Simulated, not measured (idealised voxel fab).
Presented below is a process module, voxel released beams.
Section shown: cut. Width: 160 nm. Cell size: 5 nm, square.
How to read a cross-section here: the picture is a grid of square cells, written as bands going from the top down, and any band can span one or more rows of cells. Heights first: top, then bottom, in nm. Then materials, left to right, each with a width in nm. "all across" on a single material: fills the band edge to edge. "blank": empty space. Measure heights from 0. That's the level where, below it, the as-received wafer is all one material. The lowest band is bottomless and extends downward; write it as in "0 -> down". The width entry "30 to 40" should be interpreted row by row: the top row of cells in the band takes the first number, the bottom row takes the second number, and the change between adjacent rows is uniform throughout. No cell of the cross-section changed in a step that is given as "nothing changed". Empty spaces without an open route to the top, at least 8 cells in extent, make up the entry "Sealed void inventory"; each is given as width x height at distance, where the distance is measured from the left edge, and all are in nm. If you see something after the settings on a step's line, that's the simulator's own remark about that step. overlay nm: mask right of planned place by this much (step with mask). Neg. = left.
[Listed below are the process steps as planned]
step 1: RECEIVE [material Si]
step 2: CONFORMAL_DEP [material SiN] [thk nm 5]
step 3: DIRECTIONAL_DEP [material SiO2] [thk nm 20]
step 4: MASKED_ETCH [tone open] [mask id ANCHOR] [width nm 45] [etch materials SiO2] [depth nm 20] [overlay nm -10]
step 5: CONFORMAL_DEP [material polySi] [thk nm 15]
step 6: MASKED_ETCH [tone cover] [mask id BEAM] [width nm 115] [etch materials polySi] [depth nm 15] [overlay nm 0]
step 7: STRIP [etch materials SiO2]
Split variable: overlay nm, step 4. Plan value = first wafer. Wafers start alike.
[So this is the first of several wafers, cross-sectioned as it came to us, meaning it's at the end of step 1]
  0 -> down  Si all across
  Sealed void inventory: none
[First of several wafers: cross-section at the end of the module, after step 7, its last step]
  40 -> 25  blank 20, polySi 10, blank 15, polySi 90, blank 25
  25 -> 20  blank 15, polySi 15, blank 15, polySi 15, blank 100
  20 -> 5  blank 15, polySi 45, blank 100
  5 -> 0  SiN all across
  0 -> down  Si all across
  Sealed void inventory: none
[Here we cross-sectioned the last of the wafers once the module was done]
  40 -> 25  blank 20, polySi 35, blank 15, polySi 65, blank 25
  25 -> 20  blank 40, polySi 15, blank 15, polySi 15, blank 75
  20 -> 5  blank 40, polySi 45, blank 75
  5 -> 0  SiN all across
  0 -> down  Si all across
  Sealed void inventory: none
[Below, a row for every wafer. Read it as the end-of-module picture: for each material the wafer shows its cells gained (+) or lost (-) since it was received, and then its closed voids]
overlay nm -10; +32 SiN; +93 polySi; Sealed void inventory: none
overlay nm -5; +32 SiN; +93 polySi; Sealed void inventory: none
overlay nm 0; +32 SiN; +93 polySi; Sealed void inventory: none
overlay nm 5; +32 SiN; +93 polySi; Sealed void inventory: none
overlay nm 10; +32 SiN; +93 polySi; Sealed void inventory: none
overlay nm 15; +32 SiN; +93 polySi; Sealed void inventory: none
